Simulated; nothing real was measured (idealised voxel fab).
Proc. module: voxel air gaps
The width of the displayed cross-section, cut, is 140 nm; its cells are square, with a size of 5 nm.
Think of the cross-section as a grid of square cells. We describe it in bands, top to bottom, and each band covers one or more rows of those cells.
Top height, bottom height, nm. Materials left to right, width each, nm. Single material + "full width" = fills band edge to edge. "empty" = empty.
Heights are measured from 0, the level below which the as-received wafer is all one material; the lowest band has no bottom and continues downward, written as in "0 down".
The notation "30->40" denotes a width that varies across the rows of cells in the band, beginning at the first number in the top row, finishing at the second number in the bottom row, and changing by an identical amount from each row to the next.
Basically "left unchanged" means that step didn't change any cell in the cross-section.
Look at "Internal closed voids" for the closed voids: empty spaces with no open path to the top, sized 8 cells or up. Each is width x height at distance, distance from the left edge, all nm.
That trailing text on a step's line, after the settings, is the simulator's own remark on the step.
Regarding "overlay nm": on a step with a mask, it is the distance the mask lay to the right of its planned place; a negative value places it to the left.

-- Process steps - plan
1 RECEIVE, material Si
2 CONFORMAL_DEP, material SiO2, thk nm 15
3 CONFORMAL_DEP, material SiN, thk nm 5
4 DIRECTIONAL_DEP, material SiO2, thk nm 40
5 DIRECTIONAL_DEP, material aC, thk nm 10
6 PATTERN, tone open, mask id LINES, material resist, width nm 15, pitch nm 40, thk nm 25, overlay nm 0
7 DIRECTIONAL_ETCH, etch materials aC, depth nm 10
8 STRIP, etch materials resist
9 DIRECTIONAL_ETCH, etch materials SiO2, depth nm 40
10 STRIP, etch materials aC
11 CONFORMAL_DEP, material TiN, thk nm 5
12 FILL_DEP, material Ru, thk nm 5
13 CMP, height nm 60
14 EPI, material Ru, thk nm 10
15 SELECTIVE_ETCH, etch materials SiO2, depth nm 50
16 CONFORMAL_DEP, material SiCN, thk nm 5

-- As-received state of the wafer in cross-section, equivalent to post-step 1
    0 down = Si full width
    Internal closed voids: none

-- Here's the wafer cut in cross-section after the module, started and planned just like above, except one thing was done wrong in the run
    75 to 70 = SiCN 135, empty 5
    70 to 60 = SiCN 5, Ru 125, SiCN 5, empty 5
    60 to 55 = SiCN 15, TiN 5, Ru 15, TiN 5, SiO2 15, TiN 5, Ru 15, TiN 5, SiO2 15, TiN 5, Ru 15, TiN 5, SiCN 15, empty 5
    55 to 25 = empty 10, SiCN 5, TiN 5, Ru 15, TiN 5, SiO2 15, TiN 5, Ru 15, TiN 5, SiO2 15, TiN 5, Ru 15, TiN 5, SiCN 5, empty 15
    25 to 20 = SiCN 15, TiN 25, SiO2 15, TiN 25, SiO2 15, TiN 25, SiCN 20
    20 to 15 = SiN full width
    15 to 0 = SiO2 full width
    0 down = Si full width
    Internal closed voids: 10 x 30 at 0
The plan and the run diverged here: off-plan run, step 6, actual operation and settings PATTERN, tone open, mask id LINES, material resist, width nm 25, pitch nm 40, thk nm 25, overlay nm 0
